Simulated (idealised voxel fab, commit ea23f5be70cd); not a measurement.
Title: Process Module voxel self aligned vias
Each square cell in cross-section cut measures 5 nm, and the section as a whole is 290 nm wide.
Square cells in a grid make up a cross-section in this document, and the grid is given as bands, listed from the top down, each one or more rows of cells.
This entry defines a band. It first specifies the height of the band's top and the height of its bottom in nm, and then specifies the band's materials from left to right, stating each material with its width in nm. The word "edge to edge" identifies a single material that fills the band from edge to edge, while the word "empty" identifies empty space.
The level at which height equals 0 is the one under which the wafer, as it arrives, is entirely one material. No lower edge exists for the bottom band, which continues downward and is notated as in "0..down".
A width such as "30 to 40" changes by the same amount from each row of cells to the next, from the band's top row to its bottom row.
"nothing was modified", as given for a step, is the statement that not any cell of the cross-section underwent a change during that step.
So "Fully closed voids" is basically the list of trapped voids: any empty space of 8 cells or more that can't reach the top through an opening. They're written width x height at distance, the distance being from the left edge, and it's all nm.
It should be noted that, on the line of a given step, the content following the step's settings is a remark produced by the simulator itself with respect to that step.
overlay nm: step with mask; distance mask lay right of planned place; negative value = left of planned place.
Reading guide: pairs of cross-sections, before and after one process step; after view cut off at lowest changed band; step and settings listed under each pair. Pairs may stem from different runs of this module on the same starting wafer; continuity with the pair above only where the "Structure before processing" entry states it.
STRUCTURE BEFORE PROCESSING
    0..down: Si edge to edge
    Fully closed voids: none
RESULTANT CROSS-SECTION
    15..0: SiO2 edge to edge
    For the remainder of the cross-section, below 0, there is no change.
    Fully closed voids: none
Going from one cross-section above to the next, the wafer undergoes op CONFORMAL_DEP | material SiO2 | thk nm 15
Structure before processing: no separate figure, the pair right above already shows it after its step.
RESULTANT CROSS-SECTION
    20..15: SiCN edge to edge
    For the remainder of the cross-section, below 15, there is no change.
    Fully closed voids: none
Going from one cross-section above to the next, the wafer undergoes op CONFORMAL_DEP | material SiCN | thk nm 5
Structure before processing: no separate figure, the pair right above already shows it after its step.
RESULTANT CROSS-SECTION
    50..20: SiO2 edge to edge
    For the remainder of the cross-section, below 20, there is no change.
    Fully closed voids: none
Going from one cross-section above to the next, the wafer undergoes op DIRECTIONAL_DEP | material SiO2 | thk nm 30
Structure before processing: no separate figure, the pair right above already shows it after its step.
RESULTANT CROSS-SECTION
    65..50: aC edge to edge
    For the remainder of the cross-section, below 50, there is no change.
    Fully closed voids: none
Going from one cross-section above to the next, the wafer undergoes op DIRECTIONAL_DEP | material aC | thk nm 15
Structure before processing: no separate figure, the pair right above already shows it after its step.
RESULTANT CROSS-SECTION
    95..65: 95 resist; 30 empty; 40 resist; 30 empty; 95 resist
    For the remainder of the cross-section, below 65, there is no change.
    Fully closed voids: none
Going from one cross-section above to the next, the wafer undergoes op PATTERN | tone open | mask id LINES | material resist | width nm 30 | pitch nm 70 | thk nm 30 | overlay nm 0
Structure before processing: no separate figure, the pair right above already shows it after its step.
RESULTANT CROSS-SECTION
    80..65: 95 resist; 30 empty; 40 resist; 30 empty; 95 resist
    65..50: 95 aC; 30 empty; 40 aC; 30 empty; 95 aC
    For the remainder of the cross-section, below 50, there is no change.
    Fully closed voids: none
Going from one cross-section above to the next, the wafer undergoes op DIRECTIONAL_ETCH | etch materials aC | depth nm 15
Structure before processing: no separate figure, the pair right above already shows it after its step.
RESULTANT CROSS-SECTION
    65..50: 95 aC; 30 empty; 40 aC; 30 empty; 95 aC
    For the remainder of the cross-section, below 50, there is no change.
    Fully closed voids: none
Going from one cross-section above to the next, the wafer undergoes op STRIP | etch materials resist
Structure before processing: no separate figure, the pair right above already shows it after its step.
RESULTANT CROSS-SECTION
    65..50: 95 aC; 30 empty; 40 aC; 30 empty; 95 aC
    50..20: 95 SiO2; 30 empty; 40 SiO2; 30 empty; 95 SiO2
    For the remainder of the cross-section, below 20, there is no change.
    Fully closed voids: none
Going from one cross-section above to the next, the wafer undergoes op DIRECTIONAL_ETCH | etch materials SiO2 | depth nm 30
Structure before processing: no separate figure, the pair right above already shows it after its step.
RESULTANT CROSS-SECTION
    50..20: 95 SiO2; 30 empty; 40 SiO2; 30 empty; 95 SiO2
    For the remainder of the cross-section, below 20, there is no change.
    Fully closed voids: none
Going from one cross-section above to the next, the wafer undergoes op STRIP | etch materials aC
Structure before processing: no separate figure, the pair right above already shows it after its step.
RESULTANT CROSS-SECTION
    55..50: 100 TiN; 20 empty; 50 TiN; 20 empty; 100 TiN
    50..25: 95 SiO2; 5 TiN; 20 empty; 5 TiN; 40 SiO2; 5 TiN; 20 empty; 5 TiN; 95 SiO2
    25..20: 95 SiO2; 30 TiN; 40 SiO2; 30 TiN; 95 SiO2
    For the remainder of the cross-section, below 20, there is no change.
    Fully closed voids: none
Going from one cross-section above to the next, the wafer undergoes op CONFORMAL_DEP | material TiN | thk nm 5
Structure before processing: no separate figure, the pair right above already shows it after its step.
RESULTANT CROSS-SECTION
    65..55: W edge to edge
    55..50: 100 TiN; 20 W; 50 TiN; 20 W; 100 TiN
    50..25: 95 SiO2; 5 TiN; 20 W; 5 TiN; 40 SiO2; 5 TiN; 20 W; 5 TiN; 95 SiO2
    For the remainder of the cross-section, below 25, there is no change.
    Fully closed voids: none
Going from one cross-section above to the next, the wafer undergoes op FILL_DEP | material W | thk nm 10
Structure before processing: no separate figure, the pair right above already shows it after its step.
RESULTANT CROSS-SECTION
    50..25: 95 SiO2; 5 TiN; 20 W; 5 TiN; 40 SiO2; 5 TiN; 20 W; 5 TiN; 95 SiO2
    For the remainder of the cross-section, below 25, there is no change.
    Fully closed voids: none
Going from one cross-section above to the next, the wafer undergoes op CMP | height nm 50
Structure before processing: no separate figure, the pair right above already shows it after its step.
RESULTANT CROSS-SECTION
    50..40: 95 SiO2; 30 empty; 40 SiO2; 30 empty; 95 SiO2
    For the remainder of the cross-section, below 40, there is no change.
    Fully closed voids: none
Going from one cross-section above to the next, the wafer undergoes op SELECTIVE_ETCH | etch materials W Ru TiN | depth nm 10
Structure before processing: no separate figure, the pair right above already shows it after its step.
RESULTANT CROSS-SECTION
    55..50: SiN edge to edge
    50..40: 95 SiO2; 30 SiN; 40 SiO2; 30 SiN; 95 SiO2
    For the remainder of the cross-section, below 40, there is no change.
    Fully closed voids: none
Going from one cross-section above to the next, the wafer undergoes op FILL_DEP | material SiN | thk nm 5
Structure before processing: no separate figure, the pair right above already shows it after its step.
RESULTANT CROSS-SECTION
    50..40: 95 SiO2; 30 SiN; 40 SiO2; 30 SiN; 95 SiO2
    For the remainder of the cross-section, below 40, there is no change.
    Fully closed voids: none
Going from one cross-section above to the next, the wafer undergoes op CMP | height nm 50
Structure before processing: no separate figure, the pair right above already shows it after its step.
RESULTANT CROSS-SECTION
    65..50: SiO2 edge to edge
    For the remainder of the cross-section, below 50, there is no change.
    Fully closed voids: none
Going from one cross-section above to the next, the wafer undergoes op DIRECTIONAL_DEP | material SiO2 | thk nm 15
Structure before processing: no separate figure, the pair right above already shows it after its step.
RESULTANT CROSS-SECTION
    80..65: aC edge to edge
    For the remainder of the cross-section, below 65, there is no change.
    Fully closed voids: none
Going from one cross-section above to the next, the wafer undergoes op DIRECTIONAL_DEP | material aC | thk nm 15
Structure before processing: no separate figure, the pair right above already shows it after its step.
RESULTANT CROSS-SECTION
    110..80: 85 resist; 50 empty; 20 resist; 50 empty; 85 resist
    For the remainder of the cross-section, below 80, there is no change.
    Fully closed voids: none
Going from one cross-section above to the next, the wafer undergoes op PATTERN | tone open | mask id VIAS | material resist | width nm 50 | pitch nm 70 | thk nm 30 | overlay nm 0
Structure before processing: no separate figure, the pair right above already shows it after its step.
RESULTANT CROSS-SECTION
    95..80: 85 resist; 50 empty; 20 resist; 50 empty; 85 resist
    80..65: 85 aC; 50 empty; 20 aC; 50 empty; 85 aC
    For the remainder of the cross-section, below 65, there is no change.
    Fully closed voids: none
Going from one cross-section above to the next, the wafer undergoes op DIRECTIONAL_ETCH | etch materials aC | depth nm 15
Structure before processing: no separate figure, the pair right above already shows it after its step.
RESULTANT CROSS-SECTION
    80..65: 85 aC; 50 empty; 20 aC; 50 empty; 85 aC
    For the remainder of the cross-section, below 65, there is no change.
    Fully closed voids: none
Going from one cross-section above to the next, the wafer undergoes op STRIP | etch materials resist
Structure before processing: no separate figure, the pair right above already shows it after its step.
RESULTANT CROSS-SECTION
    80..65: 85 aC; 50 empty; 20 aC; 50 empty; 85 aC
    65..50: 85 SiO2; 50 empty; 20 SiO2; 50 empty; 85 SiO2
    For the remainder of the cross-section, below 50, there is no change.
    Fully closed voids: none
Going from one cross-section above to the next, the wafer undergoes op DIRECTIONAL_ETCH | etch materials SiO2 | depth nm 15
Structure before processing: no separate figure, the pair right above already shows it after its step.
RESULTANT CROSS-SECTION
    80..65: 85 aC; 50 empty; 20 aC; 50 empty; 85 aC
    65..50: 85 SiO2; 50 empty; 20 SiO2; 50 empty; 85 SiO2
    50..40: 95 SiO2; 30 empty; 40 SiO2; 30 empty; 95 SiO2
    For the remainder of the cross-section, below 40, there is no change.
    Fully closed voids: none
Going from one cross-section above to the next, the wafer undergoes op DIRECTIONAL_ETCH | etch materials SiN | depth nm 10
Structure before processing: no separate figure, the pair right above already shows it after its step.
RESULTANT CROSS-SECTION
    65..50: 85 SiO2; 50 empty; 20 SiO2; 50 empty; 85 SiO2
    For the remainder of the cross-section, below 50, there is no change.
    Fully closed voids: none
Going from one cross-section above to the next, the wafer undergoes op STRIP | etch materials aC
Structure before processing: no separate figure, the pair right above already shows it after its step.
RESULTANT CROSS-SECTION
    70..65: 90 TiN; 40 empty; 30 TiN; 40 empty; 90 TiN
    65..55: 85 SiO2; 5 TiN; 40 empty; 5 TiN; 20 SiO2; 5 TiN; 40 empty; 5 TiN; 85 SiO2
    55..45: 85 to 95 SiO2; 15 to 5 TiN; 20 empty; 15 to 5 TiN; 20 to 40 SiO2; 15 to 5 TiN; 20 empty; 15 to 5 TiN; 85 to 95 SiO2
    45..40: 95 SiO2; 30 TiN; 40 SiO2; 30 TiN; 95 SiO2
    For the remainder of the cross-section, below 40, there is no change.
    Fully closed voids: none
Going from one cross-section above to the next, the wafer undergoes op CONFORMAL_DEP | material TiN | thk nm 5
Structure before processing: no separate figure, the pair right above already shows it after its step.
RESULTANT CROSS-SECTION
    75..70: W edge to edge
    70..65: 90 TiN; 40 W; 30 TiN; 40 W; 90 TiN
    65..55: 85 SiO2; 5 TiN; 40 W; 5 TiN; 20 SiO2; 5 TiN; 40 W; 5 TiN; 85 SiO2
    55..45: 85 to 95 SiO2; 15 to 5 TiN; 20 W; 15 to 5 TiN; 20 to 40 SiO2; 15 to 5 TiN; 20 W; 15 to 5 TiN; 85 to 95 SiO2
    For the remainder of the cross-section, below 45, there is no change.
    Fully closed voids: none
Going from one cross-section above to the next, the wafer undergoes op FILL_DEP | material W | thk nm 5
Structure before processing: no separate figure, the pair right above already shows it after its step.
RESULTANT CROSS-SECTION
    65..55: 85 SiO2; 5 TiN; 40 W; 5 TiN; 20 SiO2; 5 TiN; 40 W; 5 TiN; 85 SiO2
    For the remainder of the cross-section, below 55, there is no change.
    Fully closed voids: none
Going from one cross-section above to the next, the wafer undergoes op CMP | height nm 65
Structure before processing: no separate figure, the pair right above already shows it after its step.
RESULTANT CROSS-SECTION
    70..65: SiCN edge to edge
    For the remainder of the cross-section, below 65, there is no change.
    Fully closed voids: none
Going from one cross-section above to the next, the wafer undergoes op CONFORMAL_DEP | material SiCN | thk nm 5
STRUCTURE BEFORE PROCESSING
    15..0: SiO2 edge to edge
    0..down: Si edge to edge
    Fully closed voids: none
RESULTANT CROSS-SECTION
    45..0: SiO2 edge to edge
    For the remainder of the cross-section, below 0, there is no change.
    Fully closed voids: none
Going from one cross-section above to the next, the wafer undergoes op DIRECTIONAL_DEP | material SiO2 | thk nm 30
Structure before processing: no separate figure, the pair right above already shows it after its step.
RESULTANT CROSS-SECTION
    60..45: aC edge to edge
    For the remainder of the cross-section, below 45, there is no change.
    Fully closed voids: none
Going from one cross-section above to the next, the wafer undergoes op DIRECTIONAL_DEP | material aC | thk nm 15
Structure before processing: no separate figure, the pair right above already shows it after its step.
RESULTANT CROSS-SECTION
    90..60: 95 resist; 30 empty; 40 resist; 30 empty; 95 resist
    For the remainder of the cross-section, below 60, there is no change.
    Fully closed voids: none
Going from one cross-section above to the next, the wafer undergoes op PATTERN | tone open | mask id LINES | material resist | width nm 30 | pitch nm 70 | thk nm 30 | overlay nm 0
Structure before processing: no separate figure, the pair right above already shows it after its step.
RESULTANT CROSS-SECTION
    75..60: 95 resist; 30 empty; 40 resist; 30 empty; 95 resist
    60..45: 95 aC; 30 empty; 40 aC; 30 empty; 95 aC
    For the remainder of the cross-section, below 45, there is no change.
    Fully closed voids: none
Going from one cross-section above to the next, the wafer undergoes op DIRECTIONAL_ETCH | etch materials aC | depth nm 15
Structure before processing: no separate figure, the pair right above already shows it after its step.
RESULTANT CROSS-SECTION
    60..45: 95 aC; 30 empty; 40 aC; 30 empty; 95 aC
    For the remainder of the cross-section, below 45, there is no change.
    Fully closed voids: none
Going from one cross-section above to the next, the wafer undergoes op STRIP | etch materials resist
Structure before processing: no separate figure, the pair right above already shows it after its step.
RESULTANT CROSS-SECTION
    60..45: 95 aC; 30 empty; 40 aC; 30 empty; 95 aC
    45..15: 95 SiO2; 30 empty; 40 SiO2; 30 empty; 95 SiO2
    For the remainder of the cross-section, below 15, there is no change.
    Fully closed voids: none
Going from one cross-section above to the next, the wafer undergoes op DIRECTIONAL_ETCH | etch materials SiO2 | depth nm 30
Structure before processing: no separate figure, the pair right above already shows it after its step.
RESULTANT CROSS-SECTION
    45..15: 95 SiO2; 30 empty; 40 SiO2; 30 empty; 95 SiO2
    For the remainder of the cross-section, below 15, there is no change.
    Fully closed voids: none
Going from one cross-section above to the next, the wafer undergoes op STRIP | etch materials aC
Structure before processing: no separate figure, the pair right above already shows it after its step.
RESULTANT CROSS-SECTION
    50..45: 100 TiN; 20 empty; 50 TiN; 20 empty; 100 TiN
    45..20: 95 SiO2; 5 TiN; 20 empty; 5 TiN; 40 SiO2; 5 TiN; 20 empty; 5 TiN; 95 SiO2
    20..15: 95 SiO2; 30 TiN; 40 SiO2; 30 TiN; 95 SiO2
    For the remainder of the cross-section, below 15, there is no change.
    Fully closed voids: none
Going from one cross-section above to the next, the wafer undergoes op CONFORMAL_DEP | material TiN | thk nm 5
Structure before processing: no separate figure, the pair right above already shows it after its step.
RESULTANT CROSS-SECTION
    60..50: W edge to edge
    50..45: 100 TiN; 20 W; 50 TiN; 20 W; 100 TiN
    45..20: 95 SiO2; 5 TiN; 20 W; 5 TiN; 40 SiO2; 5 TiN; 20 W; 5 TiN; 95 SiO2
    For the remainder of the cross-section, below 20, there is no change.
    Fully closed voids: none
Going from one cross-section above to the next, the wafer undergoes op FILL_DEP | material W | thk nm 10
Structure before processing: no separate figure, the pair right above already shows it after its step.
RESULTANT CROSS-SECTION
    50..45: 100 TiN; 20 W; 50 TiN; 20 W; 100 TiN
    For the remainder of the cross-section, below 45, there is no change.
    Fully closed voids: none
Going from one cross-section above to the next, the wafer undergoes op CMP | height nm 50
Structure before processing: no separate figure, the pair right above already shows it after its step.
RESULTANT CROSS-SECTION
    45..40: 95 SiO2; 30 empty; 40 SiO2; 30 empty; 95 SiO2
    For the remainder of the cross-section, below 40, there is no change.
    Fully closed voids: none
Going from one cross-section above to the next, the wafer undergoes op SELECTIVE_ETCH | etch materials W Ru TiN | depth nm 10
Structure before processing: no separate figure, the pair right above already shows it after its step.
RESULTANT CROSS-SECTION
    50..45: SiN edge to edge
    45..40: 95 SiO2; 30 SiN; 40 SiO2; 30 SiN; 95 SiO2
    For the remainder of the cross-section, below 40, there is no change.
    Fully closed voids: none
Going from one cross-section above to the next, the wafer undergoes op FILL_DEP | material SiN | thk nm 5
Structure before processing: no separate figure, the pair right above already shows it after its step.
RESULTANT CROSS-SECTION
    65..50: SiO2 edge to edge
    For the remainder of the cross-section, below 50, there is no change.
    Fully closed voids: none
Going from one cross-section above to the next, the wafer undergoes op DIRECTIONAL_DEP | material SiO2 | thk nm 15
Structure before processing: no separate figure, the pair right above already shows it after its step.
RESULTANT CROSS-SECTION
    80..65: aC edge to edge
    For the remainder of the cross-section, below 65, there is no change.
    Fully closed voids: none
Going from one cross-section above to the next, the wafer undergoes op DIRECTIONAL_DEP | material aC | thk nm 15
Structure before processing: no separate figure, the pair right above already shows it after its step.
RESULTANT CROSS-SECTION
    110..80: 85 resist; 50 empty; 20 resist; 50 empty; 85 resist
    For the remainder of the cross-section, below 80, there is no change.
    Fully closed voids: none
Going from one cross-section above to the next, the wafer undergoes op PATTERN | tone open | mask id VIAS | material resist | width nm 50 | pitch nm 70 | thk nm 30 | overlay nm 0
Structure before processing: no separate figure, the pair right above already shows it after its step.
RESULTANT CROSS-SECTION
    95..80: 85 resist; 50 empty; 20 resist; 50 empty; 85 resist
    80..65: 85 aC; 50 empty; 20 aC; 50 empty; 85 aC
    For the remainder of the cross-section, below 65, there is no change.
    Fully closed voids: none
Going from one cross-section above to the next, the wafer undergoes op DIRECTIONAL_ETCH | etch materials aC | depth nm 15
Structure before processing: no separate figure, the pair right above already shows it after its step.
RESULTANT CROSS-SECTION
    80..65: 85 aC; 50 empty; 20 aC; 50 empty; 85 aC
    For the remainder of the cross-section, below 65, there is no change.
    Fully closed voids: none
Going from one cross-section above to the next, the wafer undergoes op STRIP | etch materials resist
Structure before processing: no separate figure, the pair right above already shows it after its step.
RESULTANT CROSS-SECTION
    80..65: 85 aC; 50 empty; 20 aC; 50 empty; 85 aC
    65..50: 85 SiO2; 50 empty; 20 SiO2; 50 empty; 85 SiO2
    For the remainder of the cross-section, below 50, there is no change.
    Fully closed voids: none
Going from one cross-section above to the next, the wafer undergoes op DIRECTIONAL_ETCH | etch materials SiO2 | depth nm 15
Structure before processing: no separate figure, the pair right above already shows it after its step.
RESULTANT CROSS-SECTION
    80..65: 85 aC; 50 empty; 20 aC; 50 empty; 85 aC
    65..50: 85 SiO2; 50 empty; 20 SiO2; 50 empty; 85 SiO2
    50..45: 85 SiN; 50 empty; 20 SiN; 50 empty; 85 SiN
    45..40: 95 SiO2; 30 empty; 40 SiO2; 30 empty; 95 SiO2
    For the remainder of the cross-section, below 40, there is no change.
    Fully closed voids: none
Going from one cross-section above to the next, the wafer undergoes op DIRECTIONAL_ETCH | etch materials SiN | depth nm 10
Structure before processing: no separate figure, the pair right above already shows it after its step.
RESULTANT CROSS-SECTION
    65..50: 85 SiO2; 50 empty; 20 SiO2; 50 empty; 85 SiO2
    For the remainder of the cross-section, below 50, there is no change.
    Fully closed voids: none
Going from one cross-section above to the next, the wafer undergoes op STRIP | etch materials aC
Structure before processing: no separate figure, the pair right above already shows it after its step.
RESULTANT CROSS-SECTION
    70..65: 90 TiN; 40 empty; 30 TiN; 40 empty; 90 TiN
    65..50: 85 SiO2; 5 TiN; 40 empty; 5 TiN; 20 SiO2; 5 TiN; 40 empty; 5 TiN; 85 SiO2
    50..45: 85 SiN; 15 TiN; 20 empty; 15 TiN; 20 SiN; 15 TiN; 20 empty; 15 TiN; 85 SiN
    45..40: 95 SiO2; 30 TiN; 40 SiO2; 30 TiN; 95 SiO2
    For the remainder of the cross-section, below 40, there is no change.
    Fully closed voids: none
Going from one cross-section above to the next, the wafer undergoes op CONFORMAL_DEP | material TiN | thk nm 5
Structure before processing: no separate figure, the pair right above already shows it after its step.
RESULTANT CROSS-SECTION
    75..70: W edge to edge
    70..65: 90 TiN; 40 W; 30 TiN; 40 W; 90 TiN
    65..50: 85 SiO2; 5 TiN; 40 W; 5 TiN; 20 SiO2; 5 TiN; 40 W; 5 TiN; 85 SiO2
    50..45: 85 SiN; 15 TiN; 20 W; 15 TiN; 20 SiN; 15 TiN; 20 W; 15 TiN; 85 SiN
    For the remainder of the cross-section, below 45, there is no change.
    Fully closed voids: none
Going from one cross-section above to the next, the wafer undergoes op FILL_DEP | material W | thk nm 5
Structure before processing: no separate figure, the pair right above already shows it after its step.
RESULTANT CROSS-SECTION
    65..50: 85 SiO2; 5 TiN; 40 W; 5 TiN; 20 SiO2; 5 TiN; 40 W; 5 TiN; 85 SiO2
    For the remainder of the cross-section, below 50, there is no change.
    Fully closed voids: none
Going from one cross-section above to the next, the wafer undergoes op CMP | height nm 65
Structure before processing: no separate figure, the pair right above already shows it after its step.
RESULTANT CROSS-SECTION
    70..65: SiCN edge to edge
    For the remainder of the cross-section, below 65, there is no change.
    Fully closed voids: none
Going from one cross-section above to the next, the wafer undergoes op CONFORMAL_DEP | material SiCN | thk nm 5
STRUCTURE BEFORE PROCESSING
    15..0: SiO2 edge to edge
    0..down: Si edge to edge
    Fully closed voids: none
RESULTANT CROSS-SECTION
    30..0: SiO2 edge to edge
    For the remainder of the cross-section, below 0, there is no change.
    Fully closed voids: none
Going from one cross-section above to the next, the wafer undergoes op CONFORMAL_DEP | material SiO2 | thk nm 15
Structure before processing: no separate figure, the pair right above already shows it after its step.
RESULTANT CROSS-SECTION
    35..30: SiCN edge to edge
    For the remainder of the cross-section, below 30, there is no change.
    Fully closed voids: none
Going from one cross-section above to the next, the wafer undergoes op CONFORMAL_DEP | material SiCN | thk nm 5
Structure before processing: no separate figure, the pair right above already shows it after its step.
RESULTANT CROSS-SECTION
    65..35: SiO2 edge to edge
    For the remainder of the cross-section, below 35, there is no change.
    Fully closed voids: none
Going from one cross-section above to the next, the wafer undergoes op DIRECTIONAL_DEP | material SiO2 | thk nm 30
Structure before processing: no separate figure, the pair right above already shows it after its step.
RESULTANT CROSS-SECTION
    80..65: aC edge to edge
    For the remainder of the cross-section, below 65, there is no change.
    Fully closed voids: none
Going from one cross-section above to the next, the wafer undergoes op DIRECTIONAL_DEP | material aC | thk nm 15
Structure before processing: no separate figure, the pair right above already shows it after its step.
RESULTANT CROSS-SECTION
    110..80: 95 resist; 30 empty; 40 resist; 30 empty; 95 resist
    For the remainder of the cross-section, below 80, there is no change.
    Fully closed voids: none
Going from one cross-section above to the next, the wafer undergoes op PATTERN | tone open | mask id LINES | material resist | width nm 30 | pitch nm 70 | thk nm 30 | overlay nm 0
Structure before processing: no separate figure, the pair right above already shows it after its step.
RESULTANT CROSS-SECTION
    95..80: 95 resist; 30 empty; 40 resist; 30 empty; 95 resist
    80..65: 95 aC; 30 empty; 40 aC; 30 empty; 95 aC
    For the remainder of the cross-section, below 65, there is no change.
    Fully closed voids: none
Going from one cross-section above to the next, the wafer undergoes op DIRECTIONAL_ETCH | etch materials aC | depth nm 15
Structure before processing: no separate figure, the pair right above already shows it after its step.
RESULTANT CROSS-SECTION
    80..65: 95 aC; 30 empty; 40 aC; 30 empty; 95 aC
    For the remainder of the cross-section, below 65, there is no change.
    Fully closed voids: none
Going from one cross-section above to the next, the wafer undergoes op STRIP | etch materials resist
Structure before processing: no separate figure, the pair right above already shows it after its step.
RESULTANT CROSS-SECTION
    80..65: 95 aC; 30 empty; 40 aC; 30 empty; 95 aC
    65..35: 95 SiO2; 30 empty; 40 SiO2; 30 empty; 95 SiO2
    For the remainder of the cross-section, below 35, there is no change.
    Fully closed voids: none
Going from one cross-section above to the next, the wafer undergoes op DIRECTIONAL_ETCH | etch materials SiO2 | depth nm 30
Structure before processing: no separate figure, the pair right above already shows it after its step.
RESULTANT CROSS-SECTION
    65..35: 95 SiO2; 30 empty; 40 SiO2; 30 empty; 95 SiO2
    For the remainder of the cross-section, below 35, there is no change.
    Fully closed voids: none
Going from one cross-section above to the next, the wafer undergoes op STRIP | etch materials aC
Structure before processing: no separate figure, the pair right above already shows it after its step.
RESULTANT CROSS-SECTION
    70..65: 100 TiN; 20 empty; 50 TiN; 20 empty; 100 TiN
    65..40: 95 SiO2; 5 TiN; 20 empty; 5 TiN; 40 SiO2; 5 TiN; 20 empty; 5 TiN; 95 SiO2
    40..35: 95 SiO2; 30 TiN; 40 SiO2; 30 TiN; 95 SiO2
    For the remainder of the cross-section, below 35, there is no change.
    Fully closed voids: none
Going from one cross-section above to the next, the wafer undergoes op CONFORMAL_DEP | material TiN | thk nm 5
Structure before processing: no separate figure, the pair right above already shows it after its step.
RESULTANT CROSS-SECTION
    80..70: W edge to edge
    70..65: 100 TiN; 20 W; 50 TiN; 20 W; 100 TiN
    65..40: 95 SiO2; 5 TiN; 20 W; 5 TiN; 40 SiO2; 5 TiN; 20 W; 5 TiN; 95 SiO2
    For the remainder of the cross-section, below 40, there is no change.
    Fully closed voids: none
Going from one cross-section above to the next, the wafer undergoes op FILL_DEP | material W | thk nm 10
Structure before processing: no separate figure, the pair right above already shows it after its step.
RESULTANT CROSS-SECTION
    50..40: 95 SiO2; 5 TiN; 20 W; 5 TiN; 40 SiO2; 5 TiN; 20 W; 5 TiN; 95 SiO2
    For the remainder of the cross-section, below 40, there is no change.
    Fully closed voids: none
Going from one cross-section above to the next, the wafer undergoes op CMP | height nm 50
Structure before processing: no separate figure, the pair right above already shows it after its step.
RESULTANT CROSS-SECTION
    50..40: 95 SiO2; 30 empty; 40 SiO2; 30 empty; 95 SiO2
    For the remainder of the cross-section, below 40, there is no change.
    Fully closed voids: none
Going from one cross-section above to the next, the wafer undergoes op SELECTIVE_ETCH | etch materials W Ru TiN | depth nm 10
Structure before processing: no separate figure, the pair right above already shows it after its step.
RESULTANT CROSS-SECTION
    55..50: SiN edge to edge
    50..40: 95 SiO2; 30 SiN; 40 SiO2; 30 SiN; 95 SiO2
    For the remainder of the cross-section, below 40, there is no change.
    Fully closed voids: none
Going from one cross-section above to the next, the wafer undergoes op FILL_DEP | material SiN | thk nm 5
Structure before processing: no separate figure, the pair right above already shows it after its step.
RESULTANT CROSS-SECTION
    50..40: 95 SiO2; 30 SiN; 40 SiO2; 30 SiN; 95 SiO2
    For the remainder of the cross-section, below 40, there is no change.
    Fully closed voids: none
Going from one cross-section above to the next, the wafer undergoes op CMP | height nm 50
Structure before processing: no separate figure, the pair right above already shows it after its step.
RESULTANT CROSS-SECTION
    65..50: SiO2 edge to edge
    For the remainder of the cross-section, below 50, there is no change.
    Fully closed voids: none
Going from one cross-section above to the next, the wafer undergoes op DIRECTIONAL_DEP | material SiO2 | thk nm 15
Structure before processing: no separate figure, the pair right above already shows it after its step.
RESULTANT CROSS-SECTION
    80..65: aC edge to edge
    For the remainder of the cross-section, below 65, there is no change.
    Fully closed voids: none
Going from one cross-section above to the next, the wafer undergoes op DIRECTIONAL_DEP | material aC | thk nm 15
Structure before processing: no separate figure, the pair right above already shows it after its step.
RESULTANT CROSS-SECTION
    110..80: 85 resist; 50 empty; 20 resist; 50 empty; 85 resist
    For the remainder of the cross-section, below 80, there is no change.
    Fully closed voids: none
Going from one cross-section above to the next, the wafer undergoes op PATTERN | tone open | mask id VIAS | material resist | width nm 50 | pitch nm 70 | thk nm 30 | overlay nm 0
Structure before processing: no separate figure, the pair right above already shows it after its step.
RESULTANT CROSS-SECTION
    95..80: 85 resist; 50 empty; 20 resist; 50 empty; 85 resist
    80..65: 85 aC; 50 empty; 20 aC; 50 empty; 85 aC
    For the remainder of the cross-section, below 65, there is no change.
    Fully closed voids: none
Going from one cross-section above to the next, the wafer undergoes op DIRECTIONAL_ETCH | etch materials aC | depth nm 15
Structure before processing: no separate figure, the pair right above already shows it after its step.
RESULTANT CROSS-SECTION
    80..65: 85 aC; 50 empty; 20 aC; 50 empty; 85 aC
    For the remainder of the cross-section, below 65, there is no change.
    Fully closed voids: none
Going from one cross-section above to the next, the wafer undergoes op STRIP | etch materials resist
Structure before processing: no separate figure, the pair right above already shows it after its step.
RESULTANT CROSS-SECTION
    80..65: 85 aC; 50 empty; 20 aC; 50 empty; 85 aC
    65..50: 85 SiO2; 50 empty; 20 SiO2; 50 empty; 85 SiO2
    For the remainder of the cross-section, below 50, there is no change.
    Fully closed voids: none
Going from one cross-section above to the next, the wafer undergoes op DIRECTIONAL_ETCH | etch materials SiO2 | depth nm 15
Structure before processing: no separate figure, the pair right above already shows it after its step.
RESULTANT CROSS-SECTION
    80..65: 85 aC; 50 empty; 20 aC; 50 empty; 85 aC
    65..50: 85 SiO2; 50 empty; 20 SiO2; 50 empty; 85 SiO2
    50..40: 95 SiO2; 30 empty; 40 SiO2; 30 empty; 95 SiO2
    For the remainder of the cross-section, below 40, there is no change.
    Fully closed voids: none
Going from one cross-section above to the next, the wafer undergoes op DIRECTIONAL_ETCH | etch materials SiN | depth nm 10
Structure before processing: no separate figure, the pair right above already shows it after its step.
RESULTANT CROSS-SECTION
    65..50: 85 SiO2; 50 empty; 20 SiO2; 50 empty; 85 SiO2
    For the remainder of the cross-section, below 50, there is no change.
    Fully closed voids: none
Going from one cross-section above to the next, the wafer undergoes op STRIP | etch materials aC
Structure before processing: no separate figure, the pair right above already shows it after its step.
RESULTANT CROSS-SECTION
    70..65: 90 TiN; 40 empty; 30 TiN; 40 empty; 90 TiN
    65..55: 85 SiO2; 5 TiN; 40 empty; 5 TiN; 20 SiO2; 5 TiN; 40 empty; 5 TiN; 85 SiO2
    55..45: 85 to 95 SiO2; 15 to 5 TiN; 20 empty; 15 to 5 TiN; 20 to 40 SiO2; 15 to 5 TiN; 20 empty; 15 to 5 TiN; 85 to 95 SiO2
    45..35: 95 SiO2; 30 TiN; 40 SiO2; 30 TiN; 95 SiO2
    For the remainder of the cross-section, below 35, there is no change.
    Fully closed voids: none
Going from one cross-section above to the next, the wafer undergoes op CONFORMAL_DEP | material TiN | thk nm 5
Structure before processing: no separate figure, the pair right above already shows it after its step.
RESULTANT CROSS-SECTION
    75..70: W edge to edge
    70..65: 90 TiN; 40 W; 30 TiN; 40 W; 90 TiN
    65..55: 85 SiO2; 5 TiN; 40 W; 5 TiN; 20 SiO2; 5 TiN; 40 W; 5 TiN; 85 SiO2
    55..45: 85 to 95 SiO2; 15 to 5 TiN; 20 W; 15 to 5 TiN; 20 to 40 SiO2; 15 to 5 TiN; 20 W; 15 to 5 TiN; 85 to 95 SiO2
    For the remainder of the cross-section, below 45, there is no change.
    Fully closed voids: none
Going from one cross-section above to the next, the wafer undergoes op FILL_DEP | material W | thk nm 5
Structure before processing: no separate figure, the pair right above already shows it after its step.
RESULTANT CROSS-SECTION
    65..55: 85 SiO2; 5 TiN; 40 W; 5 TiN; 20 SiO2; 5 TiN; 40 W; 5 TiN; 85 SiO2
    For the remainder of the cross-section, below 55, there is no change.
    Fully closed voids: none
Going from one cross-section above to the next, the wafer undergoes op CMP | height nm 65
